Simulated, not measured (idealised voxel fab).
process module | voxel self aligned vias
cross-section cut | 240 nm wide | cells 5 nm
A cross-section is a grid of square cells, given in bands from the top down. A band is one or more rows of cells.
Each band's line starts with the height of the band's top and of its bottom, in nm. Then come its materials from left to right, each with its width in nm. One material with "throughout" fills the band from edge to edge. "air" is empty space.
Height 0 is the level under which the wafer as received is all one material. The lowest band goes on downwards, as in "0 down".
A width such as "30 to 40" changes by the same amount from each row of cells to the next, from the band's top row to its bottom row.
"no change" after a step means that no cell of the cross-section changed.
closed voids: empty space of 8 cells or more with no open way to the top, each as width x height at its distance from the left edge, in nm
after a step's settings: what the simulator itself notes on the step
overlay nm, on a step with a mask: how far to the right of its planned place the mask lay; to the left if negative
plan
1 op RECEIVE | material Si
2 op CONFORMAL_DEP | material SiO2 | thk nm 10
3 op CONFORMAL_DEP | material SiCN | thk nm 5
4 op DIRECTIONAL_DEP | material lowk | thk nm 25
5 op PATTERN | tone open | mask id LINES | material resist | width nm 25 | pitch nm 60 | thk nm 20 | overlay nm 0
6 op DIRECTIONAL_ETCH | etch materials lowk | depth nm 25
7 op STRIP | etch materials resist
8 op CONFORMAL_DEP | material TiN | thk nm 5
9 op FILL_DEP | material W | thk nm 5
10 op CMP | height nm 40
11 op SELECTIVE_ETCH | etch materials W Ru TiN | depth nm 10
12 op FILL_DEP | material SiN | thk nm 10
13 op CMP | height nm 40
14 op DIRECTIONAL_DEP | material lowk | thk nm 20
15 op DIRECTIONAL_DEP | material aC | thk nm 10
16 op PATTERN | tone open | mask id VIAS | material resist | width nm 45 | pitch nm 120 | thk nm 30 | overlay nm 0
17 op DIRECTIONAL_ETCH | etch materials aC | depth nm 10
18 op STRIP | etch materials resist
19 op DIRECTIONAL_ETCH | etch materials lowk | depth nm 20
20 op DIRECTIONAL_ETCH | etch materials SiN | depth nm 10
21 op STRIP | etch materials aC
22 op CONFORMAL_DEP | material TiN | thk nm 5
23 op FILL_DEP | material Cu | thk nm 5
24 op CMP | height nm 60
25 op CONFORMAL_DEP | material SiN | thk nm 5
as received, after step 1
  0 down: Si throughout
  closed voids: none
first wafer at the end, as planned
  65 to 60: SiN throughout
  60 to 45: lowk 35 | TiN 5 | Cu 35 | TiN 5 | lowk 75 | TiN 5 | Cu 35 | TiN 5 | lowk 40
  45 to 40: lowk 35 | TiN 15 | Cu 15 | TiN 15 | lowk 75 | TiN 15 | Cu 15 | TiN 15 | lowk 40
  40 to 35: lowk 45 | TiN 5 | Cu 15 | TiN 5 | lowk 35 | SiN 25 | lowk 35 | TiN 5 | Cu 15 | TiN 5 | lowk 50
  35 to 30: lowk 45 | TiN 25 | lowk 35 | SiN 25 | lowk 35 | TiN 25 | lowk 50
  30 to 20: lowk 45 | TiN 5 | W 15 | TiN 5 | lowk 35 | TiN 5 | W 15 | TiN 5 | lowk 35 | TiN 5 | W 15 | TiN 5 | lowk 50
  20 to 15: lowk 45 | TiN 25 | lowk 35 | TiN 25 | lowk 35 | TiN 25 | lowk 50
  15 to 10: SiCN throughout
  10 to 0: SiO2 throughout
  0 down: Si throughout
  closed voids: none
second wafer at the end: like start, like plan, one mistake
  65 to 60: SiN throughout
  60 to 45: lowk 35 | TiN 5 | Cu 35 | TiN 5 | lowk 75 | TiN 5 | Cu 35 | TiN 5 | lowk 40
  45 to 40: lowk 35 | TiN 15 | Cu 15 | TiN 15 | lowk 75 | TiN 15 | Cu 15 | TiN 15 | lowk 40
  40 to 35: lowk 45 | TiN 5 | Cu 15 | TiN 5 | lowk 35 | SiN 25 | lowk 35 | TiN 5 | Cu 15 | TiN 5 | lowk 50
  35 to 30: lowk 45 | TiN 25 | lowk 35 | SiN 25 | lowk 35 | TiN 25 | lowk 50
  30 to 20: lowk 45 | TiN 5 | W 15 | TiN 5 | lowk 35 | TiN 5 | W 15 | TiN 5 | lowk 35 | TiN 5 | W 15 | TiN 5 | lowk 50
  20 to 15: lowk 45 | TiN 25 | lowk 35 | TiN 25 | lowk 35 | TiN 25 | lowk 50
  15 to 5: SiO2 throughout
  5 to 0: SiCN throughout
  0 down: Si throughout
  closed voids: none
what went wrong: steps 2 and 3 were swapped
at the end the second wafer has, in cells: as many of each material as the first, in other places
